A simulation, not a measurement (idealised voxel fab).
The following is a process module called voxel tone inversion.
In the cross-section labelled cut, the width is 265 nm and each square cell is 5 nm.
Cross-sections here: square-cell grids, written as top-down lists of bands, a band being one or more rows of cells.
Top, bottom (nm), then materials left to right with widths (nm); lone material tagged "edge to edge" fills the whole band edge to edge; "empty" = empty space.
The level at which height equals 0 is the one under which the wafer, as it arrives, is entirely one material. No lower edge exists for the bottom band, which continues downward and is notated as in "0 -> down".
Quick explanation for "30 to 40": the width changes in equal steps down the rows of cells, from the first number in the band's top row to the second number in its bottom row.
"same as before" means the step left every cell of the cross-section as it was.
Voids not open to the top, 8 cells minimum: see "Closed internal voids". Written width x height at distance; distance is from the left edge; nm.
Step line, after settings: the simulator's comment on this step.
Among the settings permitted on a step's line is "overlay nm"; applied to a step with a mask, it specifies the extent to which the mask lay to the right of its planned position, whereas a negative figure signifies a position to the left.
Intended process steps:
| 1 | RECEIVE,material Si |
| 2 | CONFORMAL_DEP,material SiN,thk nm 10 |
| 3 | DIRECTIONAL_DEP,material polySi,thk nm 20 |
| 4 | PATTERN,tone cover,mask id POSTS,material resist,width nm 15,pitch nm 40,thk nm 30,overlay nm 0 |
| 5 | DIRECTIONAL_ETCH,etch materials polySi,depth nm 20 |
| 6 | STRIP,etch materials resist |
| 7 | FILL_DEP,material lowk,thk nm 10 |
| 8 | CMP,height nm 30 |
| 9 | STRIP,etch materials polySi |
Incoming wafer, cross-sectional view, post step 1:
	0 -> down: Si edge to edge
	Closed internal voids: none
Cross-sectional result after module completion. Note: starting condition and plan are unchanged from above; one processing mistake was made:
	30 -> 10: empty=65 | polySi=15 | empty=25 | polySi=15 | empty=25 | polySi=15 | empty=25 | polySi=15 | empty=65
	10 -> 0: SiN edge to edge
	0 -> down: Si edge to edge
	Closed internal voids: none
Misprocessing identified: step 9, actual vs plan mismatch, actual run STRIP,etch materials lowk
